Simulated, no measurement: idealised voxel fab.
The process module presented herein is designated voxel double patterning.
Displayed cross-section: cut, width of 210 nm, square cells sized 5 nm.
Each cross-section below is a grid of square cells, stated as bands in top-down order, with one or more rows of cells making up each band.
Band entry format. Leading values: height of top, height of bottom, nm. Remainder: materials in left-to-right order, each with its width in nm. Special words: "full width" on a single material, which then fills the band edge to edge; "blank", empty space.
Heights are measured from 0, the level below which the as-received wafer is all one material; the lowest band has no bottom and continues downward, written as in "0 -> down".
A width given as "30..40" starts at the first number in the band's top row and ends at the second number in its bottom row, shifting by an equal amount at every step from row to row.
"same as before" for a step: no cell of the cross-section changed in that step.
Closed empty spaces (no open way to the top) of 8 cells or more are what "Sealed void listing" lists, each as width x height at distance from the left edge, nm for all three.
Read whatever lies past the settings on a step's line as the simulator's own remark about the step.
"overlay nm" denotes, for a step that has a mask, the displacement of the mask to the right of its planned place, with negative values corresponding to the left.
## List of planned process steps
1 RECEIVE (material Si)
2 CONFORMAL_DEP (material SiO2; thk nm 5)
3 DIRECTIONAL_DEP (material polySi; thk nm 15)
4 DIRECTIONAL_DEP (material SiCN; thk nm 5)
5 PATTERN (tone open; mask id FIRST; material resist; width nm 15; pitch nm 50; thk nm 15; overlay nm 0)
6 DIRECTIONAL_ETCH (etch materials SiCN; depth nm 5)
7 STRIP (etch materials resist)
8 PATTERN (tone open; mask id SECOND; material resist; width nm 15; pitch nm 50; thk nm 20; overlay nm 0)
9 DIRECTIONAL_ETCH (etch materials SiCN; depth nm 5)
10 STRIP (etch materials resist)
11 DIRECTIONAL_ETCH (etch materials polySi; depth nm 15)
12 STRIP (etch materials SiCN)
## As-received wafer cross-section (after step 1)
	0 -> down: Si full width
	Sealed void listing: none
## This is how the wafer looks in cross-section once the module is done, given the starting state and plan above and one mistake in carrying the plan out
	25 -> 20: 45 SiCN, 15 blank, 10 SiCN, 15 blank, 10 SiCN, 15 blank, 10 SiCN, 15 blank, 10 SiCN, 15 blank, 50 SiCN
	20 -> 5: 45 polySi, 15 blank, 10 polySi, 15 blank, 10 polySi, 15 blank, 10 polySi, 15 blank, 10 polySi, 15 blank, 50 polySi
	5 -> 0: SiO2 full width
	0 -> down: Si full width
	Sealed void listing: none
what went wrong: step 12 of the plan did not run at all; it was left out
